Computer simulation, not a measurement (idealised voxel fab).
Proc. module: voxel quadruple lines
The width of the displayed cross-section, cut, is 235 nm; its cells are square, with a size of 5 nm.
Throughout this document, each cross-section is represented as a grid of square cells and is presented as a sequence of bands enumerated from the top downward, where a band comprises one or more rows of cells.
It is stipulated that each band's entry specify, in nanometres, the height of the top of the band and then that of its bottom, followed by the materials of the band in left-to-right sequence, each together with its width in nanometres. A single material marked by the word "throughout" is understood to fill the band from edge to edge; the word "blank" is understood to denote empty space.
A quick word on heights: they are counted from 0, and under that level the wafer as it came to us is one material throughout. The lowest band is different from the rest in having no bottom; it simply continues downward, written as in "z 0 and below".
The expression "30..40" gives the width at the extremes of the band, the first number at its top row of cells and the second at its bottom row, with the width changing by equal amounts from each row to the next in between.
Step marked "nothing got changed"? Then no cell in the cross-section changed in it.
Look at "Closed cavity list" for the closed voids: empty spaces with no open path to the top, sized 8 cells or up. Each is width x height at distance, distance from the left edge, all nm.
Past the settings on a step's line: simulator remark, on that step.
A step's line can hold "overlay nm"; with a mask on that step, the setting says how far right of the planned place the mask lay, while a negative setting says it lay to the left.
Set out below are the planned steps of the process:
- 1: op RECEIVE | material Si
- 2: op CONFORMAL_DEP | material SiO2 | thk nm 5
- 3: op DIRECTIONAL_DEP | material Ru | thk nm 15
- 4: op DIRECTIONAL_DEP | material polySi | thk nm 15
- 5: op DIRECTIONAL_DEP | material aC | thk nm 25
- 6: op PATTERN | tone cover | mask id MANDREL | material resist | width nm 25 | pitch nm 80 | thk nm 35 | overlay nm 0
- 7: op DIRECTIONAL_ETCH | etch materials aC | depth nm 25
- 8: op STRIP | etch materials resist
- 9: op CONFORMAL_DEP | material SiO2 | thk nm 15
- 10: op DIRECTIONAL_ETCH | etch materials SiO2 | depth nm 15
- 11: op STRIP | etch materials aC
- 12: op DIRECTIONAL_ETCH | etch materials polySi | depth nm 15
- 13: op STRIP | etch materials SiO2
- 14: op CONFORMAL_DEP | material SiCN | thk nm 5
- 15: op DIRECTIONAL_ETCH | etch materials SiCN | depth nm 5
- 16: op STRIP | etch materials polySi
- 17: op DIRECTIONAL_ETCH | etch materials Ru | depth nm 15
- 18: op STRIP | etch materials SiCN
The cross-section here shows the wafer as received, i.e. in its state after step 1:
z 0 and below: Si throughout
Closed cavity list: none
Here's the cross-section of the first of our two wafers at the end of the module - it ran as planned:
z 20 to 5: blank (45); Ru (5); blank (15); Ru (5); blank (15); Ru (5); blank (15); Ru (5); blank (15); Ru (5); blank (15); Ru (5); blank (15); Ru (5); blank (15); Ru (5); blank (45)
z 5 to 0: SiO2 throughout
z 0 and below: Si throughout
Closed cavity list: none
Same start, same plan as the first wafer - but one mistake in the run. Cross-section of the second of the two at the end of the module:
z 20 to 5: blank (60); Ru (5); blank (25); Ru (5); blank (45); Ru (5); blank (25); Ru (5); blank (60)
z 5 to 0: SiO2 throughout
z 0 and below: Si throughout
Closed cavity list: none
In executing the process, a mistake was made relative to the plan: for step 6, the planned setting was not used; the step was instead run as op PATTERN | tone open | mask id MANDREL | material resist | width nm 25 | pitch nm 80 | thk nm 35 | overlay nm 0
Heads up, by the end the second wafer has more or fewer cells of some materials compared to the first: 12 fewer of Ru
